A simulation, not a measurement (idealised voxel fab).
The process module presented herein is designated voxel lift off.
Xsec cut, 165 nm wide, square cell size 5 nm.
This document writes a cross-section as a grid whose cells are square, and gives it as bands, listed from the top down; one or more rows of cells form a band. For a band, the entry starts with two heights in nm, that of the top and then that of the bottom, and carries on with the band's materials in order from left to right, each alongside its width in nm; the word "full width" beside a single material means it fills the band edge to edge, and "blank" means empty space. Measure heights from 0. That's the level where, below it, the as-received wafer is all one material. The lowest band is bottomless and extends downward; write it as in "0 and below". Note: "30..40" means the width goes from the first number (top row of the band) to the second number (bottom row) in equal steps per row of cells. Where the words "no modification" appear for a step, the cross-section shows no cell changed by that step; every cell remained as before. "Sealed-off cavities" enumerates empty spaces isolated from the top, with no open way to it, that contain at least 8 cells, giving each as width x height at distance from the left edge, all three in nm. What comes after the settings on a step's line is commentary from the simulator itself on that step. overlay nm: how far to the right of its planned place the mask lay on this masked step (negative: to the left).
Intended process steps:
1,RECEIVE | material Si
2,CONFORMAL_DEP | material SiO2 | thk nm 15
3,PATTERN | tone open | mask id LINES | material resist | width nm 30 | pitch nm 45 | thk nm 25 | overlay nm -5
4,DIRECTIONAL_DEP | material Ru | thk nm 10
5,STRIP | etch materials resist
6,CONFORMAL_DEP | material SiO2 | thk nm 10
What sets these wafers apart? The overlay nm at step 3. They all start alike, and the plan carries the first wafer's value.
The as-received cross-section of the first of several wafers corresponds to the state after step 1:
    0 and below | Si full width
    Sealed-off cavities: none
Table: wafers, a row each; end-of-module cell change per material since receipt, gain (+), loss (-); then closed voids:
overlay nm -5, +36 Ru, +185 SiO2, Sealed-off cavities: none
overlay nm 0, +36 Ru, +185 SiO2, Sealed-off cavities: none
overlay nm 5, +36 Ru, +185 SiO2, Sealed-off cavities: none
overlay nm 10, +36 Ru, +185 SiO2, Sealed-off cavities: none
